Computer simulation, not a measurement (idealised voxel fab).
You're looking at the process module voxel wiring stack.
Each square cell in cross-section cut measures 5 nm, and the section as a whole is 210 nm wide.
In this document a cross-section is written as a grid of square cells. It is given as a series of bands, listed from the top down, and a band is one or more rows of cells. Quick guide to a band line: top height, bottom height (nm) up front; then every material left to right with its width in nm. Only one material and it's marked "throughout"? Then it fills the band edge to edge. And "air" just means empty space. Measure heights from 0. That's the level where, below it, the as-received wafer is all one material. The lowest band is bottomless and extends downward; write it as in "0 nm and below". The expression "30 to 40" gives the width at the extremes of the band, the first number at its top row of cells and the second at its bottom row, with the width changing by equal amounts from each row to the next in between. Step note "no alterations made" = no cross-section cell changed. What "Unvented internal voids" gives you is every empty space of 8 cells or more that is cut off from the top. Each appears as width x height at distance, with the distance taken from the left edge and width, height and distance all in nm. Read whatever lies past the settings on a step's line as the simulator's own remark about the step. The line of a step may include "overlay nm". On a step with a mask, this value is how far to the right of its planned place the mask lay. A negative value means the mask lay to the left.
Steps planned for the process:
| 1 | RECEIVE: material Si |
| 2 | CONFORMAL_DEP: material SiO2, thk nm 15 |
| 3 | DIRECTIONAL_DEP: material TiN, thk nm 5 |
| 4 | DIRECTIONAL_DEP: material W, thk nm 20 |
| 5 | MASKED_ETCH: tone cover, mask id METAL_1, width nm 20, pitch nm 35, etch materials W, depth nm 20, overlay nm 0 |
| 6 | MASKED_ETCH: tone cover, mask id METAL_1, width nm 20, pitch nm 35, etch materials TiN, depth nm 5, overlay nm 0 |
| 7 | CONFORMAL_DEP: material SiN, thk nm 5 |
| 8 | FILL_DEP: material SiO2, thk nm 5 |
| 9 | CMP: height nm 40 |
| 10 | CONFORMAL_DEP: material SiCN, thk nm 5 |
| 11 | DIRECTIONAL_DEP: material SiO2, thk nm 35 |
| 12 | MASKED_ETCH: tone open, mask id METAL_2, width nm 20, pitch nm 35, etch materials SiO2, depth nm 20, overlay nm 0 |
| 13 | MASKED_ETCH: tone open, mask id METAL_2_HOLES, width nm 15, etch materials SiO2, depth nm 15, overlay nm 0 |
| 14 | MASKED_ETCH: tone open, mask id METAL_2_HOLES, width nm 15, etch materials SiCN, depth nm 5, overlay nm 0 |
| 15 | CONFORMAL_DEP: material TiN, thk nm 5 |
| 16 | FILL_DEP: material Cu, thk nm 5 |
| 17 | CMP: height nm 80 |
| 18 | CONFORMAL_DEP: material SiCN, thk nm 5 |
| 19 | DIRECTIONAL_DEP: material SiO2, thk nm 10 |
| 20 | MASKED_ETCH: tone open, mask id PLUG_2, width nm 15, pitch nm 35, etch materials SiO2, depth nm 10, overlay nm 0 |
| 21 | MASKED_ETCH: tone open, mask id PLUG_2, width nm 15, pitch nm 35, etch materials SiCN, depth nm 5, overlay nm 0 |
| 22 | EPI: material Ru, thk nm 10 |
| 23 | EPI: material Ru, thk nm 5 |
| 24 | CONFORMAL_DEP: material SiN, thk nm 5 |
| 25 | DIRECTIONAL_DEP: material SiO2, thk nm 15 |
| 26 | PATTERN: tone open, mask id METAL_3, material resist, width nm 20, pitch nm 35, thk nm 20, overlay nm 0 |
| 27 | DIRECTIONAL_ETCH: etch materials SiO2, depth nm 15 |
| 28 | DIRECTIONAL_ETCH: etch materials SiN, depth nm 5 |
| 29 | STRIP: etch materials resist |
| 30 | CONFORMAL_DEP: material TiN, thk nm 5 |
| 31 | FILL_DEP: material W, thk nm 10 |
| 32 | CMP: height nm 115 |
| 33 | CONFORMAL_DEP: material SiCN, thk nm 5 |
| 34 | DIRECTIONAL_DEP: material SiO2, thk nm 35 |
| 35 | PATTERN: tone open, mask id METAL_4, material resist, width nm 20, pitch nm 35, thk nm 20, overlay nm 0 |
| 36 | DIRECTIONAL_ETCH: etch materials SiO2, depth nm 20 |
| 37 | STRIP: etch materials resist |
| 38 | DIRECTIONAL_DEP: material aC, thk nm 10 |
| 39 | PATTERN: tone open, mask id METAL_4_HOLES, material resist, width nm 15, pitch nm 35, thk nm 25, overlay nm 0 |
| 40 | DIRECTIONAL_ETCH: etch materials aC, depth nm 10 |
| 41 | STRIP: etch materials resist |
| 42 | DIRECTIONAL_ETCH: etch materials SiO2, depth nm 15 |
| 43 | DIRECTIONAL_ETCH: etch materials SiCN, depth nm 5 |
| 44 | STRIP: etch materials aC |
| 45 | CONFORMAL_DEP: material TiN, thk nm 5 |
| 46 | FILL_DEP: material Cu, thk nm 10 |
| 47 | CMP: height nm 155 |
| 48 | CONFORMAL_DEP: material SiCN, thk nm 5 |
First of the two wafers, run per plan:
Cross-sectional view of the wafer in its as-received condition, corresponding to the state after step 1:
    0 nm and below | Si throughout
    Unvented internal voids: none
After step 2:
    15 nm to 0 nm | SiO2 throughout
    Below a height of 0, the structure has not been altered.
After step 3:
    20 nm to 15 nm | TiN throughout
    Below a height of 15, the structure has not been altered.
After step 4:
    40 nm to 20 nm | W throughout
    Below a height of 20, the structure has not been altered.
After step 5:
    40 nm to 20 nm | 75 air, then 20 W, then 15 air, then 20 W, then 80 air
    Below a height of 20, the structure has not been altered.
After step 6:
    40 nm to 20 nm | 75 air, then 20 W, then 15 air, then 20 W, then 80 air
    20 nm to 15 nm | 75 air, then 20 TiN, then 15 air, then 20 TiN, then 80 air
    Below a height of 15, the structure has not been altered.
After step 7:
    45 nm to 40 nm | 70 air, then 30 SiN, then 5 air, then 30 SiN, then 75 air
    40 nm to 20 nm | 70 air, then 5 SiN, then 20 W, then 5 SiN, then 5 air, then 5 SiN, then 20 W, then 5 SiN, then 75 air
    20 nm to 15 nm | 75 SiN, then 20 TiN, then 15 SiN, then 20 TiN, then 80 SiN
    Below a height of 15, the structure has not been altered.
After step 8:
    50 nm to 45 nm | SiO2 throughout
    45 nm to 40 nm | 70 SiO2, then 30 SiN, then 5 SiO2, then 30 SiN, then 75 SiO2
    40 nm to 20 nm | 70 SiO2, then 5 SiN, then 20 W, then 5 SiN, then 5 SiO2, then 5 SiN, then 20 W, then 5 SiN, then 75 SiO2
    Below a height of 20, the structure has not been altered.
After step 9:
    40 nm to 20 nm | 70 SiO2, then 5 SiN, then 20 W, then 5 SiN, then 5 SiO2, then 5 SiN, then 20 W, then 5 SiN, then 75 SiO2
    Below a height of 20, the structure has not been altered.
After step 10:
    45 nm to 40 nm | SiCN throughout
    Below a height of 40, the structure has not been altered.
After step 11:
    80 nm to 45 nm | SiO2 throughout
    Below a height of 45, the structure has not been altered.
After step 12:
    80 nm to 60 nm | 75 SiO2, then 20 air, then 15 SiO2, then 20 air, then 80 SiO2
    Below a height of 60, the structure has not been altered.
After step 13:
    80 nm to 60 nm | 75 SiO2, then 20 air, then 15 SiO2, then 20 air, then 80 SiO2
    60 nm to 45 nm | 75 SiO2, then 15 air, then 120 SiO2
    Below a height of 45, the structure has not been altered.
After step 14:
    80 nm to 60 nm | 75 SiO2, then 20 air, then 15 SiO2, then 20 air, then 80 SiO2
    60 nm to 45 nm | 75 SiO2, then 15 air, then 120 SiO2
    45 nm to 40 nm | 75 SiCN, then 15 air, then 120 SiCN
    Below a height of 40, the structure has not been altered.
After step 15:
    85 nm to 80 nm | 80 TiN, then 10 air, then 25 TiN, then 10 air, then 85 TiN
    80 nm to 65 nm | 75 SiO2, then 5 TiN, then 10 air, then 5 TiN, then 15 SiO2, then 5 TiN, then 10 air, then 5 TiN, then 80 SiO2
    65 nm to 60 nm | 75 SiO2, then 5 TiN, then 5 air, then 10 TiN, then 15 SiO2, then 20 TiN, then 80 SiO2
    60 nm to 45 nm | 75 SiO2, then 5 TiN, then 5 air, then 5 TiN, then 120 SiO2
    45 nm to 40 nm | 75 SiCN, then 15 TiN, then 120 SiCN
    Below a height of 40, the structure has not been altered.
After step 16:
    90 nm to 85 nm | Cu throughout
    85 nm to 80 nm | 80 TiN, then 10 Cu, then 25 TiN, then 10 Cu, then 85 TiN
    80 nm to 65 nm | 75 SiO2, then 5 TiN, then 10 Cu, then 5 TiN, then 15 SiO2, then 5 TiN, then 10 Cu, then 5 TiN, then 80 SiO2
    65 nm to 60 nm | 75 SiO2, then 5 TiN, then 5 Cu, then 10 TiN, then 15 SiO2, then 20 TiN, then 80 SiO2
    60 nm to 45 nm | 75 SiO2, then 5 TiN, then 5 Cu, then 5 TiN, then 120 SiO2
    Below a height of 45, the structure has not been altered.
After step 17:
    80 nm to 65 nm | 75 SiO2, then 5 TiN, then 10 Cu, then 5 TiN, then 15 SiO2, then 5 TiN, then 10 Cu, then 5 TiN, then 80 SiO2
    Below a height of 65, the structure has not been altered.
After step 18:
    85 nm to 80 nm | SiCN throughout
    Below a height of 80, the structure has not been altered.
After step 19:
    95 nm to 85 nm | SiO2 throughout
    Below a height of 85, the structure has not been altered.
After step 20:
    95 nm to 85 nm | 75 SiO2, then 15 air, then 20 SiO2, then 15 air, then 85 SiO2
    Below a height of 85, the structure has not been altered.
After step 21:
    95 nm to 85 nm | 75 SiO2, then 15 air, then 20 SiO2, then 15 air, then 85 SiO2
    85 nm to 80 nm | 75 SiCN, then 15 air, then 20 SiCN, then 15 air, then 85 SiCN
    Below a height of 80, the structure has not been altered.
After step 22:
    95 nm to 90 nm | 75 SiO2, then 15 air, then 20 SiO2, then 15 air, then 85 SiO2
    90 nm to 85 nm | 75 SiO2, then 15 Ru, then 20 SiO2, then 15 Ru, then 85 SiO2
    85 nm to 80 nm | 75 SiCN, then 15 Ru, then 20 SiCN, then 15 Ru, then 85 SiCN
    Below a height of 80, the structure has not been altered.
After step 23:
    95 nm to 85 nm | 75 SiO2, then 15 Ru, then 20 SiO2, then 15 Ru, then 85 SiO2
    Below a height of 85, the structure has not been altered.
After step 24:
    100 nm to 95 nm | SiN throughout
    Below a height of 95, the structure has not been altered.
After step 25:
    115 nm to 100 nm | SiO2 throughout
    Below a height of 100, the structure has not been altered.
After step 26:
    135 nm to 115 nm | 75 resist, then 20 air, then 15 resist, then 20 air, then 80 resist
    Below a height of 115, the structure has not been altered.
After step 27:
    135 nm to 115 nm | 75 resist, then 20 air, then 15 resist, then 20 air, then 80 resist
    115 nm to 100 nm | 75 SiO2, then 20 air, then 15 SiO2, then 20 air, then 80 SiO2
    Below a height of 100, the structure has not been altered.
After step 28:
    135 nm to 115 nm | 75 resist, then 20 air, then 15 resist, then 20 air, then 80 resist
    115 nm to 100 nm | 75 SiO2, then 20 air, then 15 SiO2, then 20 air, then 80 SiO2
    100 nm to 95 nm | 75 SiN, then 20 air, then 15 SiN, then 20 air, then 80 SiN
    Below a height of 95, the structure has not been altered.
After step 29:
    115 nm to 100 nm | 75 SiO2, then 20 air, then 15 SiO2, then 20 air, then 80 SiO2
    Below a height of 100, the structure has not been altered.
After step 30:
    120 nm to 115 nm | 80 TiN, then 10 air, then 25 TiN, then 10 air, then 85 TiN
    115 nm to 100 nm | 75 SiO2, then 5 TiN, then 10 air, then 5 TiN, then 15 SiO2, then 5 TiN, then 10 air, then 5 TiN, then 80 SiO2
    100 nm to 95 nm | 75 SiN, then 20 TiN, then 15 SiN, then 20 TiN, then 80 SiN
    Below a height of 95, the structure has not been altered.
After step 31:
    130 nm to 120 nm | W throughout
    120 nm to 115 nm | 80 TiN, then 10 W, then 25 TiN, then 10 W, then 85 TiN
    115 nm to 100 nm | 75 SiO2, then 5 TiN, then 10 W, then 5 TiN, then 15 SiO2, then 5 TiN, then 10 W, then 5 TiN, then 80 SiO2
    Below a height of 100, the structure has not been altered.
After step 32:
    115 nm to 100 nm | 75 SiO2, then 5 TiN, then 10 W, then 5 TiN, then 15 SiO2, then 5 TiN, then 10 W, then 5 TiN, then 80 SiO2
    Below a height of 100, the structure has not been altered.
After step 33:
    120 nm to 115 nm | SiCN throughout
    Below a height of 115, the structure has not been altered.
After step 34:
    155 nm to 120 nm | SiO2 throughout
    Below a height of 120, the structure has not been altered.
After step 35:
    175 nm to 155 nm | 75 resist, then 20 air, then 15 resist, then 20 air, then 80 resist
    Below a height of 155, the structure has not been altered.
After step 36:
    175 nm to 155 nm | 75 resist, then 20 air, then 15 resist, then 20 air, then 80 resist
    155 nm to 135 nm | 75 SiO2, then 20 air, then 15 SiO2, then 20 air, then 80 SiO2
    Below a height of 135, the structure has not been altered.
After step 37:
    155 nm to 135 nm | 75 SiO2, then 20 air, then 15 SiO2, then 20 air, then 80 SiO2
    Below a height of 135, the structure has not been altered.
After step 38:
    165 nm to 155 nm | 75 aC, then 20 air, then 15 aC, then 20 air, then 80 aC
    155 nm to 145 nm | 75 SiO2, then 20 air, then 15 SiO2, then 20 air, then 80 SiO2
    145 nm to 135 nm | 75 SiO2, then 20 aC, then 15 SiO2, then 20 aC, then 80 SiO2
    Below a height of 135, the structure has not been altered.
After step 39:
    190 nm to 165 nm | 75 resist, then 15 air, then 20 resist, then 15 air, then 85 resist
    165 nm to 155 nm | 75 aC, then 15 air, then 5 resist, then 15 aC, then 15 air, then 5 resist, then 80 aC
    155 nm to 145 nm | 75 SiO2, then 15 air, then 5 resist, then 15 SiO2, then 15 air, then 5 resist, then 80 SiO2
    Below a height of 145, the structure has not been altered.
After step 40:
    180 nm to 165 nm | 75 resist, then 15 air, then 20 resist, then 15 air, then 85 resist
    165 nm to 155 nm | 75 aC, then 15 air, then 5 resist, then 15 aC, then 15 air, then 5 resist, then 80 aC
    155 nm to 145 nm | 75 SiO2, then 15 air, then 5 resist, then 15 SiO2, then 15 air, then 5 resist, then 80 SiO2
    145 nm to 135 nm | 75 SiO2, then 15 air, then 5 aC, then 15 SiO2, then 15 air, then 5 aC, then 80 SiO2
    Below a height of 135, the structure has not been altered.
After step 41:
    165 nm to 155 nm | 75 aC, then 20 air, then 15 aC, then 20 air, then 80 aC
    155 nm to 145 nm | 75 SiO2, then 20 air, then 15 SiO2, then 20 air, then 80 SiO2
    Below a height of 145, the structure has not been altered.
After step 42:
    165 nm to 155 nm | 75 aC, then 20 air, then 15 aC, then 20 air, then 80 aC
    155 nm to 145 nm | 75 SiO2, then 20 air, then 15 SiO2, then 20 air, then 80 SiO2
    145 nm to 135 nm | 75 SiO2, then 15 air, then 5 aC, then 15 SiO2, then 15 air, then 5 aC, then 80 SiO2
    135 nm to 120 nm | 75 SiO2, then 15 air, then 20 SiO2, then 15 air, then 85 SiO2
    Below a height of 120, the structure has not been altered.
After step 43:
    165 nm to 155 nm | 75 aC, then 20 air, then 15 aC, then 20 air, then 80 aC
    155 nm to 145 nm | 75 SiO2, then 20 air, then 15 SiO2, then 20 air, then 80 SiO2
    145 nm to 135 nm | 75 SiO2, then 15 air, then 5 aC, then 15 SiO2, then 15 air, then 5 aC, then 80 SiO2
    135 nm to 120 nm | 75 SiO2, then 15 air, then 20 SiO2, then 15 air, then 85 SiO2
    120 nm to 115 nm | 75 SiCN, then 15 air, then 20 SiCN, then 15 air, then 85 SiCN
    Below a height of 115, the structure has not been altered.
After step 44:
    155 nm to 135 nm | 75 SiO2, then 20 air, then 15 SiO2, then 20 air, then 80 SiO2
    Below a height of 135, the structure has not been altered.
After step 45:
    160 nm to 155 nm | 80 TiN, then 10 air, then 25 TiN, then 10 air, then 85 TiN
    155 nm to 140 nm | 75 SiO2, then 5 TiN, then 10 air, then 5 TiN, then 15 SiO2, then 5 TiN, then 10 air, then 5 TiN, then 80 SiO2
    140 nm to 135 nm | 75 SiO2, then 5 TiN, then 5 air, then 10 TiN, then 15 SiO2, then 5 TiN, then 5 air, then 10 TiN, then 80 SiO2
    135 nm to 120 nm | 75 SiO2, then 5 TiN, then 5 air, then 5 TiN, then 20 SiO2, then 5 TiN, then 5 air, then 5 TiN, then 85 SiO2
    120 nm to 115 nm | 75 SiCN, then 15 TiN, then 20 SiCN, then 15 TiN, then 85 SiCN
    Below a height of 115, the structure has not been altered.
After step 46:
    170 nm to 160 nm | Cu throughout
    160 nm to 155 nm | 80 TiN, then 10 Cu, then 25 TiN, then 10 Cu, then 85 TiN
    155 nm to 140 nm | 75 SiO2, then 5 TiN, then 10 Cu, then 5 TiN, then 15 SiO2, then 5 TiN, then 10 Cu, then 5 TiN, then 80 SiO2
    140 nm to 135 nm | 75 SiO2, then 5 TiN, then 5 Cu, then 10 TiN, then 15 SiO2, then 5 TiN, then 5 Cu, then 10 TiN, then 80 SiO2
    135 nm to 120 nm | 75 SiO2, then 5 TiN, then 5 Cu, then 5 TiN, then 20 SiO2, then 5 TiN, then 5 Cu, then 5 TiN, then 85 SiO2
    Below a height of 120, the structure has not been altered.
After step 47:
    155 nm to 140 nm | 75 SiO2, then 5 TiN, then 10 Cu, then 5 TiN, then 15 SiO2, then 5 TiN, then 10 Cu, then 5 TiN, then 80 SiO2
    Below a height of 140, the structure has not been altered.
After step 48:
    160 nm to 155 nm | SiCN throughout
    Below a height of 155, the structure has not been altered.
For the second wafer, take the first wafer's start and plan, then add one mistake made in running it; everything through step 12, that step included, is shared with the first:
Look at the second wafer in cross-section at the time step 13 ought to have finished:
    80 nm to 60 nm | 75 SiO2, then 20 air, then 15 SiO2, then 20 air, then 80 SiO2
    60 nm to 50 nm | 75 SiO2, then 15 air, then 120 SiO2
    Below a height of 50, the structure has not been altered.
Look at the second wafer in cross-section at the time step 14 ought to have finished: no alterations made
Look at the second wafer in cross-section at the time step 15 ought to have finished:
    85 nm to 80 nm | 80 TiN, then 10 air, then 25 TiN, then 10 air, then 85 TiN
    80 nm to 65 nm | 75 SiO2, then 5 TiN, then 10 air, then 5 TiN, then 15 SiO2, then 5 TiN, then 10 air, then 5 TiN, then 80 SiO2
    65 nm to 60 nm | 75 SiO2, then 5 TiN, then 5 air, then 10 TiN, then 15 SiO2, then 20 TiN, then 80 SiO2
    60 nm to 55 nm | 75 SiO2, then 5 TiN, then 5 air, then 5 TiN, then 120 SiO2
    55 nm to 50 nm | 75 SiO2, then 15 TiN, then 120 SiO2
    Below a height of 50, the structure has not been altered.
Look at the second wafer in cross-section at the time step 16 ought to have finished:
    90 nm to 85 nm | Cu throughout
    85 nm to 80 nm | 80 TiN, then 10 Cu, then 25 TiN, then 10 Cu, then 85 TiN
    80 nm to 65 nm | 75 SiO2, then 5 TiN, then 10 Cu, then 5 TiN, then 15 SiO2, then 5 TiN, then 10 Cu, then 5 TiN, then 80 SiO2
    65 nm to 60 nm | 75 SiO2, then 5 TiN, then 5 Cu, then 10 TiN, then 15 SiO2, then 20 TiN, then 80 SiO2
    60 nm to 55 nm | 75 SiO2, then 5 TiN, then 5 Cu, then 5 TiN, then 120 SiO2
    Below a height of 55, the structure has not been altered.
Look at the second wafer in cross-section at the time step 17 ought to have finished:
    80 nm to 65 nm | 75 SiO2, then 5 TiN, then 10 Cu, then 5 TiN, then 15 SiO2, then 5 TiN, then 10 Cu, then 5 TiN, then 80 SiO2
    Below a height of 65, the structure has not been altered.
Look at the second wafer in cross-section at the time step 18 ought to have finished:
    85 nm to 80 nm | SiCN throughout
    Below a height of 80, the structure has not been altered.
Look at the second wafer in cross-section at the time step 19 ought to have finished:
    95 nm to 85 nm | SiO2 throughout
    Below a height of 85, the structure has not been altered.
Look at the second wafer in cross-section at the time step 20 ought to have finished:
    95 nm to 85 nm | 75 SiO2, then 15 air, then 20 SiO2, then 15 air, then 85 SiO2
    Below a height of 85, the structure has not been altered.
Look at the second wafer in cross-section at the time step 21 ought to have finished:
    95 nm to 85 nm | 75 SiO2, then 15 air, then 20 SiO2, then 15 air, then 85 SiO2
    85 nm to 80 nm | 75 SiCN, then 15 air, then 20 SiCN, then 15 air, then 85 SiCN
    Below a height of 80, the structure has not been altered.
Look at the second wafer in cross-section at the time step 22 ought to have finished:
    95 nm to 90 nm | 75 SiO2, then 15 air, then 20 SiO2, then 15 air, then 85 SiO2
    90 nm to 85 nm | 75 SiO2, then 15 Ru, then 20 SiO2, then 15 Ru, then 85 SiO2
    85 nm to 80 nm | 75 SiCN, then 15 Ru, then 20 SiCN, then 15 Ru, then 85 SiCN
    Below a height of 80, the structure has not been altered.
Look at the second wafer in cross-section at the time step 23 ought to have finished:
    95 nm to 85 nm | 75 SiO2, then 15 Ru, then 20 SiO2, then 15 Ru, then 85 SiO2
    Below a height of 85, the structure has not been altered.
Look at the second wafer in cross-section at the time step 24 ought to have finished:
    100 nm to 95 nm | SiN throughout
    Below a height of 95, the structure has not been altered.
Look at the second wafer in cross-section at the time step 25 ought to have finished:
    115 nm to 100 nm | SiO2 throughout
    Below a height of 100, the structure has not been altered.
Look at the second wafer in cross-section at the time step 26 ought to have finished:
    135 nm to 115 nm | 75 resist, then 20 air, then 15 resist, then 20 air, then 80 resist
    Below a height of 115, the structure has not been altered.
Look at the second wafer in cross-section at the time step 27 ought to have finished:
    135 nm to 115 nm | 75 resist, then 20 air, then 15 resist, then 20 air, then 80 resist
    115 nm to 100 nm | 75 SiO2, then 20 air, then 15 SiO2, then 20 air, then 80 SiO2
    Below a height of 100, the structure has not been altered.
Look at the second wafer in cross-section at the time step 28 ought to have finished:
    135 nm to 115 nm | 75 resist, then 20 air, then 15 resist, then 20 air, then 80 resist
    115 nm to 100 nm | 75 SiO2, then 20 air, then 15 SiO2, then 20 air, then 80 SiO2
    100 nm to 95 nm | 75 SiN, then 20 air, then 15 SiN, then 20 air, then 80 SiN
    Below a height of 95, the structure has not been altered.
Look at the second wafer in cross-section at the time step 29 ought to have finished:
    115 nm to 100 nm | 75 SiO2, then 20 air, then 15 SiO2, then 20 air, then 80 SiO2
    Below a height of 100, the structure has not been altered.
Look at the second wafer in cross-section at the time step 30 ought to have finished:
    120 nm to 115 nm | 80 TiN, then 10 air, then 25 TiN, then 10 air, then 85 TiN
    115 nm to 100 nm | 75 SiO2, then 5 TiN, then 10 air, then 5 TiN, then 15 SiO2, then 5 TiN, then 10 air, then 5 TiN, then 80 SiO2
    100 nm to 95 nm | 75 SiN, then 20 TiN, then 15 SiN, then 20 TiN, then 80 SiN
    Below a height of 95, the structure has not been altered.
Look at the second wafer in cross-section at the time step 31 ought to have finished:
    130 nm to 120 nm | W throughout
    120 nm to 115 nm | 80 TiN, then 10 W, then 25 TiN, then 10 W, then 85 TiN
    115 nm to 100 nm | 75 SiO2, then 5 TiN, then 10 W, then 5 TiN, then 15 SiO2, then 5 TiN, then 10 W, then 5 TiN, then 80 SiO2
    Below a height of 100, the structure has not been altered.
Look at the second wafer in cross-section at the time step 32 ought to have finished:
    115 nm to 100 nm | 75 SiO2, then 5 TiN, then 10 W, then 5 TiN, then 15 SiO2, then 5 TiN, then 10 W, then 5 TiN, then 80 SiO2
    Below a height of 100, the structure has not been altered.
Look at the second wafer in cross-section at the time step 33 ought to have finished:
    120 nm to 115 nm | SiCN throughout
    Below a height of 115, the structure has not been altered.
Look at the second wafer in cross-section at the time step 34 ought to have finished:
    155 nm to 120 nm | SiO2 throughout
    Below a height of 120, the structure has not been altered.
Look at the second wafer in cross-section at the time step 35 ought to have finished:
    175 nm to 155 nm | 75 resist, then 20 air, then 15 resist, then 20 air, then 80 resist
    Below a height of 155, the structure has not been altered.
Look at the second wafer in cross-section at the time step 36 ought to have finished:
    175 nm to 155 nm | 75 resist, then 20 air, then 15 resist, then 20 air, then 80 resist
    155 nm to 135 nm | 75 SiO2, then 20 air, then 15 SiO2, then 20 air, then 80 SiO2
    Below a height of 135, the structure has not been altered.
Look at the second wafer in cross-section at the time step 37 ought to have finished:
    155 nm to 135 nm | 75 SiO2, then 20 air, then 15 SiO2, then 20 air, then 80 SiO2
    Below a height of 135, the structure has not been altered.
Look at the second wafer in cross-section at the time step 38 ought to have finished:
    165 nm to 155 nm | 75 aC, then 20 air, then 15 aC, then 20 air, then 80 aC
    155 nm to 145 nm | 75 SiO2, then 20 air, then 15 SiO2, then 20 air, then 80 SiO2
    145 nm to 135 nm | 75 SiO2, then 20 aC, then 15 SiO2, then 20 aC, then 80 SiO2
    Below a height of 135, the structure has not been altered.
Look at the second wafer in cross-section at the time step 39 ought to have finished:
    190 nm to 165 nm | 75 resist, then 15 air, then 20 resist, then 15 air, then 85 resist
    165 nm to 155 nm | 75 aC, then 15 air, then 5 resist, then 15 aC, then 15 air, then 5 resist, then 80 aC
    155 nm to 145 nm | 75 SiO2, then 15 air, then 5 resist, then 15 SiO2, then 15 air, then 5 resist, then 80 SiO2
    Below a height of 145, the structure has not been altered.
Look at the second wafer in cross-section at the time step 40 ought to have finished:
    180 nm to 165 nm | 75 resist, then 15 air, then 20 resist, then 15 air, then 85 resist
    165 nm to 155 nm | 75 aC, then 15 air, then 5 resist, then 15 aC, then 15 air, then 5 resist, then 80 aC
    155 nm to 145 nm | 75 SiO2, then 15 air, then 5 resist, then 15 SiO2, then 15 air, then 5 resist, then 80 SiO2
    145 nm to 135 nm | 75 SiO2, then 15 air, then 5 aC, then 15 SiO2, then 15 air, then 5 aC, then 80 SiO2
    Below a height of 135, the structure has not been altered.
Look at the second wafer in cross-section at the time step 41 ought to have finished:
    165 nm to 155 nm | 75 aC, then 20 air, then 15 aC, then 20 air, then 80 aC
    155 nm to 145 nm | 75 SiO2, then 20 air, then 15 SiO2, then 20 air, then 80 SiO2
    Below a height of 145, the structure has not been altered.
Look at the second wafer in cross-section at the time step 42 ought to have finished:
    165 nm to 155 nm | 75 aC, then 20 air, then 15 aC, then 20 air, then 80 aC
    155 nm to 145 nm | 75 SiO2, then 20 air, then 15 SiO2, then 20 air, then 80 SiO2
    145 nm to 135 nm | 75 SiO2, then 15 air, then 5 aC, then 15 SiO2, then 15 air, then 5 aC, then 80 SiO2
    135 nm to 120 nm | 75 SiO2, then 15 air, then 20 SiO2, then 15 air, then 85 SiO2
    Below a height of 120, the structure has not been altered.
Look at the second wafer in cross-section at the time step 43 ought to have finished:
    165 nm to 155 nm | 75 aC, then 20 air, then 15 aC, then 20 air, then 80 aC
    155 nm to 145 nm | 75 SiO2, then 20 air, then 15 SiO2, then 20 air, then 80 SiO2
    145 nm to 135 nm | 75 SiO2, then 15 air, then 5 aC, then 15 SiO2, then 15 air, then 5 aC, then 80 SiO2
    135 nm to 120 nm | 75 SiO2, then 15 air, then 20 SiO2, then 15 air, then 85 SiO2
    120 nm to 115 nm | 75 SiCN, then 15 air, then 20 SiCN, then 15 air, then 85 SiCN
    Below a height of 115, the structure has not been altered.
Look at the second wafer in cross-section at the time step 44 ought to have finished:
    155 nm to 135 nm | 75 SiO2, then 20 air, then 15 SiO2, then 20 air, then 80 SiO2
    Below a height of 135, the structure has not been altered.
Look at the second wafer in cross-section at the time step 45 ought to have finished:
    160 nm to 155 nm | 80 TiN, then 10 air, then 25 TiN, then 10 air, then 85 TiN
    155 nm to 140 nm | 75 SiO2, then 5 TiN, then 10 air, then 5 TiN, then 15 SiO2, then 5 TiN, then 10 air, then 5 TiN, then 80 SiO2
    140 nm to 135 nm | 75 SiO2, then 5 TiN, then 5 air, then 10 TiN, then 15 SiO2, then 5 TiN, then 5 air, then 10 TiN, then 80 SiO2
    135 nm to 120 nm | 75 SiO2, then 5 TiN, then 5 air, then 5 TiN, then 20 SiO2, then 5 TiN, then 5 air, then 5 TiN, then 85 SiO2
    120 nm to 115 nm | 75 SiCN, then 15 TiN, then 20 SiCN, then 15 TiN, then 85 SiCN
    Below a height of 115, the structure has not been altered.
Look at the second wafer in cross-section at the time step 46 ought to have finished:
    170 nm to 160 nm | Cu throughout
    160 nm to 155 nm | 80 TiN, then 10 Cu, then 25 TiN, then 10 Cu, then 85 TiN
    155 nm to 140 nm | 75 SiO2, then 5 TiN, then 10 Cu, then 5 TiN, then 15 SiO2, then 5 TiN, then 10 Cu, then 5 TiN, then 80 SiO2
    140 nm to 135 nm | 75 SiO2, then 5 TiN, then 5 Cu, then 10 TiN, then 15 SiO2, then 5 TiN, then 5 Cu, then 10 TiN, then 80 SiO2
    135 nm to 120 nm | 75 SiO2, then 5 TiN, then 5 Cu, then 5 TiN, then 20 SiO2, then 5 TiN, then 5 Cu, then 5 TiN, then 85 SiO2
    Below a height of 120, the structure has not been altered.
Look at the second wafer in cross-section at the time step 47 ought to have finished:
    155 nm to 140 nm | 75 SiO2, then 5 TiN, then 10 Cu, then 5 TiN, then 15 SiO2, then 5 TiN, then 10 Cu, then 5 TiN, then 80 SiO2
    Below a height of 140, the structure has not been altered.
Look at the second wafer in cross-section at the time step 48 ought to have finished:
    160 nm to 155 nm | SiCN throughout
    Below a height of 155, the structure has not been altered.
Want to know what went wrong? contrary to plan, step 13 was performed as MASKED_ETCH: tone open, mask id METAL_2_HOLES, width nm 15, etch materials SiO2, depth nm 10, overlay nm 0
FYI, end of process, the second wafer has more or fewer cells of some materials than the first: -2 Cu | +3 SiCN | +3 SiO2 | -4 TiN
